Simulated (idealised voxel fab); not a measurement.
process module | voxel spacer lines
Displayed cross-section: cut, width of 260 nm, square cells sized 5 nm.
Each cross-section below is a grid of square cells, stated as bands in top-down order, with one or more rows of cells making up each band.
Per band: top height and bottom height in nm, followed by the left-to-right materials and their widths in nm; "throughout" marks a single material spanning edge to edge, "blank" marks empty space.
Heights are expressed relative to 0, this being the level below which the as-received wafer comprises one material exclusively. The lowest band is unbounded in the downward direction and is denoted as in "0 down".
You'd read "30..40" like this: the band's top row of cells is as wide as the first number, its bottom row is as wide as the second, and going down, every row changes width by the same amount as the row before did.
Basically "no alterations made" means that step didn't change any cell in the cross-section.
In the "Sealed internal cavities" entry, you get each enclosed empty space of 8 cells or more, one with no open way to the top, written width x height at distance, distance from the left edge, in nm.
The remark found on a step's line after its settings is issued by the simulator itself and pertains to that step.
Among the settings permitted on a step's line is "overlay nm"; applied to a step with a mask, it specifies the extent to which the mask lay to the right of its planned position, whereas a negative figure signifies a position to the left.

Set out below are the planned steps of the process:
1,RECEIVE, material Si
2,CONFORMAL_DEP, material Al2O3, thk nm 10
3,DIRECTIONAL_DEP, material polySi, thk nm 10
4,DIRECTIONAL_DEP, material aC, thk nm 25
5,PATTERN, tone cover, mask id MANDREL, material resist, width nm 25, pitch nm 80, thk nm 35, overlay nm 0
6,DIRECTIONAL_ETCH, etch materials aC, depth nm 25
7,STRIP, etch materials resist
8,CONFORMAL_DEP, material SiN, thk nm 15
9,DIRECTIONAL_ETCH, etch materials SiN, depth nm 15
10,STRIP, etch materials aC
11,DIRECTIONAL_ETCH, etch materials polySi, depth nm 10
12,STRIP, etch materials SiN

Cross-section, incoming material, after step 1:
- 0 down: Si throughout
- Sealed internal cavities: none

First wafer at the end, as planned:
- 20 to 10: 60 of blank, then 15 of polySi, then 25 of blank, then 15 of polySi, then 25 of blank, then 15 of polySi, then 25 of blank, then 15 of polySi, then 65 of blank
- 10 to 0: Al2O3 throughout
- 0 down: Si throughout
- Sealed internal cavities: none

Cross-sectional view: second of two wafers, end of module; start and plan identical to the first, one mistake in running:
- 25 to 15: 60 of blank, then 15 of polySi, then 25 of blank, then 15 of polySi, then 25 of blank, then 15 of polySi, then 25 of blank, then 15 of polySi, then 65 of blank
- 15 to 10: polySi throughout
- 10 to 0: Al2O3 throughout
- 0 down: Si throughout
- Sealed internal cavities: none
What went wrong in running the wafer? step 3 ran differently from the plan; actual operation with settings: DIRECTIONAL_DEP, material polySi, thk nm 15
Heads up, by the end the second wafer has more or fewer cells of some materials compared to the first: polySi +52
